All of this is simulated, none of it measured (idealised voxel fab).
The following is a process module called voxel gate over fins.
FYI the section here is cut, 295 nm wide, cells are 5 nm squares.
Cross-section = grid of square cells, listed top down in bands; band = one or more rows. In this notation a band is specified by the heights of its top and bottom, in that order and in nm, after which its materials appear from left to right, each paired with its width in nm. The word "all across" attached to a single material means that material fills the band from edge to edge; the word "empty" stands for empty space. Height datum 0, below which the as-received substrate wafer is one material. Lowest band open at the bottom, running downward: "from 0 down". Note: "30->40" means the width goes from the first number (top row of the band) to the second number (bottom row) in equal steps per row of cells. Where the words "no change" appear for a step, the cross-section shows no cell changed by that step; every cell remained as before. "Closed voids list": empty spaces of 8 cells or more with no open way to the top, each given as width x height at distance, distance from the left edge, all in nm. Formally, on a step line, whatever follows the settings is a remark that the simulator itself makes on the step. overlay nm: where the mask lay relative to plan, measured to the right, on steps with a mask; negatives go left.

## Process steps - plan
step 1: RECEIVE (material Si)
step 2: CONFORMAL_DEP (material SiN; thk nm 10)
step 3: MASKED_ETCH (tone cover; mask id FINS; width nm 15; pitch nm 40; etch materials SiN; depth nm 10; overlay nm 0)
step 4: MASKED_ETCH (tone cover; mask id FINS; width nm 15; pitch nm 40; etch materials Si; depth nm 35; overlay nm 0)
step 5: FILL_DEP (material SiO2; thk nm 15)
step 6: CMP (height nm 10)
step 7: SELECTIVE_ETCH (etch materials SiO2; depth nm 25)
step 8: STRIP (etch materials SiN)
step 9: CONFORMAL_DEP (material HfO2; thk nm 5)
step 10: CONFORMAL_DEP (material TiN; thk nm 5)
step 11: CONFORMAL_DEP (material TiAl; thk nm 5)
step 12: CONFORMAL_DEP (material TiN; thk nm 5)
step 13: FILL_DEP (material W; thk nm 10)
step 14: CMP (height nm 25)
step 15: CONFORMAL_DEP (material SiCN; thk nm 5)

## This is the cross-section of the wafer as we received it, i.e. after step 1
> from 0 down  Si all across
> Closed voids list: none

## What the wafer looks like in cross-section after this module, when it starts as shown above and follows the plan above but one mistake is made in running it
> from 30 to 25  SiO2 all across
> from 25 to 20  W all across
> from 20 to 15  80 of W, 135 of TiN, 80 of W
> from 15 to 10  80 of W, 5 of TiN, 125 of TiAl, 5 of TiN, 80 of W
> from 10 to 5  80 of W, 5 of TiN, 5 of TiAl, 35 of TiN, 5 of TiAl, 35 of TiN, 5 of TiAl, 35 of TiN, 5 of TiAl, 5 of TiN, 80 of W
> from 5 to 0  85 of TiN, 5 of TiAl, 5 of TiN, 25 of HfO2, 5 of TiN, 5 of TiAl, 5 of TiN, 25 of HfO2, 5 of TiN, 5 of TiAl, 5 of TiN, 25 of HfO2, 5 of TiN, 5 of TiAl, 85 of TiN
> from 0 to -5  90 of TiAl, 5 of TiN, 5 of HfO2, 15 of Si, 5 of HfO2, 5 of TiN, 5 of TiAl, 5 of TiN, 5 of HfO2, 15 of Si, 5 of HfO2, 5 of TiN, 5 of TiAl, 5 of TiN, 5 of HfO2, 15 of Si, 5 of HfO2, 5 of TiN, 90 of TiAl
> from -5 to -10  95 of TiN, 5 of HfO2, 15 of Si, 5 of HfO2, 15 of TiN, 5 of HfO2, 15 of Si, 5 of HfO2, 15 of TiN, 5 of HfO2, 15 of Si, 5 of HfO2, 95 of TiN
> from -10 to -15  100 of HfO2, 15 of Si, 25 of HfO2, 15 of Si, 25 of HfO2, 15 of Si, 100 of HfO2
> from -15 to -35  100 of SiO2, 15 of Si, 25 of SiO2, 15 of Si, 25 of SiO2, 15 of Si, 100 of SiO2
> from -35 down  Si all across
> Closed voids list: none
So what did we get wrong on this run? rather than as planned, step 15 actually ran as CONFORMAL_DEP (material SiO2; thk nm 5)
